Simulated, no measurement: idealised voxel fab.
process module | voxel self aligned contacts
cross-section cut | 185 nm wide | cells 5 nm
A cross-section is a grid of square cells, given in bands from the top down. A band is one or more rows of cells.
Each band's line starts with the height of the band's top and of its bottom, in nm. Then come its materials from left to right, each with its width in nm. One material with "throughout" fills the band from edge to edge. "air" is empty space.
Height 0 is the level under which the wafer as received is all one material. The lowest band goes on downwards, as in "0 down".
A width such as "30 to 40" changes by the same amount from each row of cells to the next, from the band's top row to its bottom row.
"no change" after a step means that no cell of the cross-section changed.
closed voids: empty space of 8 cells or more with no open way to the top, each as width x height at its distance from the left edge, in nm
after a step's settings: what the simulator itself notes on the step
overlay nm, on a step with a mask: how far to the right of its planned place the mask lay; to the left if negative
plan
1 op RECEIVE | material Si
2 op CONFORMAL_DEP | material SiO2 | thk nm 5
3 op DIRECTIONAL_DEP | material polySi | thk nm 25
4 op DIRECTIONAL_DEP | material SiN | thk nm 25
5 op DIRECTIONAL_DEP | material aC | thk nm 15
6 op PATTERN | tone cover | mask id GATE | material resist | width nm 35 | pitch nm 70 | thk nm 30 | overlay nm 0
7 op DIRECTIONAL_ETCH | etch materials aC | depth nm 15
8 op STRIP | etch materials resist
9 op DIRECTIONAL_ETCH | etch materials SiN | depth nm 25
10 op DIRECTIONAL_ETCH | etch materials polySi | depth nm 25
11 op STRIP | etch materials aC
12 op CONFORMAL_DEP | material SiN | thk nm 10
13 op DIRECTIONAL_ETCH | etch materials SiN | depth nm 10
14 op FILL_DEP | material SiO2 | thk nm 10
15 op CMP | height nm 60
16 op PATTERN | tone open | mask id CONTACT | material resist | width nm 55 | thk nm 20 | overlay nm 0
17 op DIRECTIONAL_ETCH | etch materials SiO2 | depth nm 60
18 op STRIP | etch materials resist
19 op CONFORMAL_DEP | material TiN | thk nm 5
20 op FILL_DEP | material W | thk nm 5
21 op CMP | height nm 60
22 op CONFORMAL_DEP | material SiCN | thk nm 5
as received, after step 1
  0 down: Si throughout
  closed voids: none
a wafer at the end: this start, this plan, one mistake
  65 to 60: SiCN throughout
  60 to 55: SiO2 60 | TiN 30 | W 5 | TiN 20 | SiO2 70
  55 to 30: SiO2 30 | SiN 55 | TiN 5 | W 5 | TiN 5 | SiN 55 | SiO2 30
  30 to 5: SiO2 30 | SiN 10 | polySi 35 | SiN 10 | TiN 5 | W 5 | TiN 5 | SiN 10 | polySi 35 | SiN 10 | SiO2 30
  5 to 0: SiO2 85 | TiN 15 | SiO2 85
  0 down: Si throughout
  closed voids: none
what went wrong: step 16 ran as: op PATTERN | tone open | mask id CONTACT | material resist | width nm 55 | thk nm 20 | overlay nm -5
